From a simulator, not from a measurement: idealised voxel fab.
process module | voxel self aligned contacts
cross-section cut | 270 nm wide | cells 5 nm
A cross-section is a grid of square cells, given in bands from the top down. A band is one or more rows of cells.
Each band's line starts with the height of the band's top and of its bottom, in nm. Then come its materials from left to right, each with its width in nm. One material with "throughout" fills the band from edge to edge. "air" is empty space.
Height 0 is the level under which the wafer as received is all one material. The lowest band goes on downwards, as in "0 down".
A width such as "30 to 40" changes by the same amount from each row of cells to the next, from the band's top row to its bottom row.
"no change" after a step means that no cell of the cross-section changed.
closed voids: empty space of 8 cells or more with no open way to the top, each as width x height at its distance from the left edge, in nm
after a step's settings: what the simulator itself notes on the step
overlay nm, on a step with a mask: how far to the right of its planned place the mask lay; to the left if negative
plan
1 op RECEIVE | material Si
2 op OXIDIZE | depth nm 5
3 op DIRECTIONAL_DEP | material polySi | thk nm 30
4 op DIRECTIONAL_DEP | material SiN | thk nm 20
5 op DIRECTIONAL_DEP | material aC | thk nm 10
6 op PATTERN | tone cover | mask id GATE | material resist | width nm 30 | pitch nm 75 | thk nm 30 | overlay nm 0
7 op DIRECTIONAL_ETCH | etch materials aC | depth nm 10
8 op STRIP | etch materials resist
9 op DIRECTIONAL_ETCH | etch materials SiN | depth nm 20
10 op DIRECTIONAL_ETCH | etch materials polySi | depth nm 30
11 op STRIP | etch materials aC
12 op CONFORMAL_DEP | material SiN | thk nm 10
13 op DIRECTIONAL_ETCH | etch materials SiN | depth nm 10
14 op FILL_DEP | material SiO2 | thk nm 20
15 op CMP | height nm 60
16 op DIRECTIONAL_DEP | material aC | thk nm 10
17 op PATTERN | tone open | mask id CONTACT | material resist | width nm 55 | thk nm 30 | overlay nm 0
18 op DIRECTIONAL_ETCH | etch materials aC | depth nm 10
19 op STRIP | etch materials resist
20 op DIRECTIONAL_ETCH | etch materials SiO2 | depth nm 65
21 op STRIP | etch materials aC
22 op CONFORMAL_DEP | material TiN | thk nm 5
23 op FILL_DEP | material Ru | thk nm 5
24 op CMP | height nm 60
25 op CONFORMAL_DEP | material SiN | thk nm 5
as received, after step 1
  0 down: Si throughout
  closed voids: none
first wafer at the end, as planned
  65 to 60: SiN throughout
  60 to 50: SiO2 105 | TiN 5 to 20 | Ru 45 to 15 | TiN 5 to 20 | SiO2 110
  50 to 30: SiO2 70 | SiN 50 | TiN 5 | Ru 15 | TiN 5 | SiN 50 | SiO2 75
  30 to 0: SiO2 70 | SiN 10 | polySi 30 | SiN 10 | TiN 5 | Ru 15 | TiN 5 | SiN 10 | polySi 30 | SiN 10 | SiO2 75
  0 to -5: SiO2 120 | TiN 25 | SiO2 125
  -5 down: Si throughout
  closed voids: none
second wafer at the end: like start, like plan, one mistake
  65 to 60: SiN throughout
  60 to 35: SiO2 70 | SiN 10 | polySi 30 | SiN 10 | TiN 5 | Ru 15 | TiN 5 | SiN 10 | polySi 30 | SiN 10 | SiO2 75
  35 to 30: SiO2 70 | SiN 10 | polySi 30 | SiN 10 | TiN 25 | SiN 10 | polySi 30 | SiN 10 | SiO2 75
  30 to 0: polySi throughout
  0 to -5: SiO2 throughout
  -5 down: Si throughout
  closed voids: none
what went wrong: step 3 was run twice
at the end the second wafer has, in cells: 27 fewer of Ru | 80 fewer of SiN | 197 fewer of SiO2 | 20 fewer of TiN | 324 more of polySi
